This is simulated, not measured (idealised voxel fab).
process module | voxel capacitor over wiring
cross-section cut | 260 nm wide | cells 5 nm
A cross-section is a grid of square cells, given in bands from the top down. A band is one or more rows of cells.
Each band's line starts with the height of the band's top and of its bottom, in nm. Then come its materials from left to right, each with its width in nm. One material with "throughout" fills the band from edge to edge. "air" is empty space.
Height 0 is the level under which the wafer as received is all one material. The lowest band goes on downwards, as in "0 down".
A width such as "30 to 40" changes by the same amount from each row of cells to the next, from the band's top row to its bottom row.
"no change" after a step means that no cell of the cross-section changed.
closed voids: empty space of 8 cells or more with no open way to the top, each as width x height at its distance from the left edge, in nm
after a step's settings: what the simulator itself notes on the step
overlay nm, on a step with a mask: how far to the right of its planned place the mask lay; to the left if negative
plan
1 op RECEIVE | material Si
2 op CONFORMAL_DEP | material SiO2 | thk nm 15
3 op DIRECTIONAL_DEP | material TiN | thk nm 5
4 op DIRECTIONAL_DEP | material W | thk nm 25
5 op DIRECTIONAL_DEP | material aC | thk nm 10
6 op PATTERN | tone cover | mask id METAL_1 | material resist | width nm 20 | pitch nm 85 | thk nm 25 | overlay nm 0
7 op DIRECTIONAL_ETCH | etch materials aC | depth nm 10
8 op STRIP | etch materials resist
9 op DIRECTIONAL_ETCH | etch materials W | depth nm 25
10 op DIRECTIONAL_ETCH | etch materials TiN | depth nm 5
11 op STRIP | etch materials aC
12 op CONFORMAL_DEP | material SiN | thk nm 5
13 op FILL_DEP | material SiO2 | thk nm 5
14 op CMP | height nm 45
15 op CONFORMAL_DEP | material SiCN | thk nm 5
16 op DIRECTIONAL_DEP | material lowk | thk nm 10
17 op MASKED_ETCH | tone open | mask id PLUG_1 | width nm 15 | etch materials lowk | depth nm 10 | overlay nm 0
18 op MASKED_ETCH | tone open | mask id PLUG_1 | width nm 15 | etch materials SiCN | depth nm 5 | overlay nm 0
19 op CONFORMAL_DEP | material TiN | thk nm 5
20 op FILL_DEP | material Cu | thk nm 10
21 op CMP | height nm 60
22 op DIRECTIONAL_DEP | material TiN | thk nm 10
23 op DIRECTIONAL_DEP | material HfO2 | thk nm 5
24 op DIRECTIONAL_DEP | material TiN | thk nm 5
25 op DIRECTIONAL_DEP | material aC | thk nm 15
26 op PATTERN | tone cover | mask id UPPER_PLATE | material resist | width nm 70 | thk nm 35 | overlay nm 0
27 op DIRECTIONAL_ETCH | etch materials aC | depth nm 15
28 op STRIP | etch materials resist
29 op DIRECTIONAL_ETCH | etch materials TiN | depth nm 5
30 op DIRECTIONAL_ETCH | etch materials HfO2 | depth nm 5
31 op STRIP | etch materials aC
32 op MASKED_ETCH | tone cover | mask id LOWER_PLATE | width nm 80 | etch materials TiN | depth nm 10 | overlay nm 0
33 op FILL_DEP | material SiO2 | thk nm 20
34 op CMP | height nm 95
35 op PATTERN | tone open | mask id PLUG_2 | material resist | width nm 15 | thk nm 15 | overlay nm 0
36 op DIRECTIONAL_ETCH | etch materials SiO2 | depth nm 15
37 op STRIP | etch materials resist
38 op CONFORMAL_DEP | material TiN | thk nm 5
39 op FILL_DEP | material Cu | thk nm 5
40 op CMP | height nm 95
41 op CONFORMAL_DEP | material SiN | thk nm 5
as received, after step 1
  0 down: Si throughout
  closed voids: none
first wafer at the end, as planned
  100 to 95: SiN throughout
  95 to 85: SiO2 90 | TiN 5 | Cu 5 | TiN 5 | SiO2 155
  85 to 75: SiO2 90 to 80 | TiN 15 to 70 | SiO2 155 to 110
  75 to 70: SiO2 80 | HfO2 70 | SiO2 110
  70 to 60: SiO2 75 | TiN 80 | SiO2 105
  60 to 50: lowk 80 | TiN 5 | Cu 5 | TiN 5 | lowk 165
  50 to 45: SiCN 80 | TiN 15 | SiCN 165
  45 to 20: SiO2 70 | SiN 5 | W 20 | SiN 5 | SiO2 55 | SiN 5 | W 20 | SiN 5 | SiO2 75
  20 to 15: SiN 75 | TiN 20 | SiN 65 | TiN 20 | SiN 80
  15 to 0: SiO2 throughout
  0 down: Si throughout
  closed voids: none
second wafer at the end: like start, like plan, one mistake
  100 to 95: SiN throughout
  95 to 85: SiO2 90 | TiN 5 | Cu 5 | TiN 5 | SiO2 155
  85 to 75: SiO2 90 to 80 | TiN 15 to 70 | SiO2 155 to 110
  75 to 70: SiO2 80 | HfO2 70 | SiO2 110
  70 to 60: SiO2 75 | TiN 80 | SiO2 105
  60 to 50: lowk 80 | TiN 5 | Cu 5 | TiN 5 | lowk 165
  50 to 45: SiCN 80 | TiN 15 | SiCN 165
  45 to 20: SiO2 70 | lowk 5 | W 20 | lowk 5 | SiO2 55 | lowk 5 | W 20 | lowk 5 | SiO2 75
  20 to 15: lowk 75 | TiN 20 | lowk 65 | TiN 20 | lowk 80
  15 to 0: SiO2 throughout
  0 down: Si throughout
  closed voids: none
what went wrong: step 12 ran as: op CONFORMAL_DEP | material lowk | thk nm 5
at the end the second wafer has, in cells: 64 fewer of SiN | 64 more of lowk
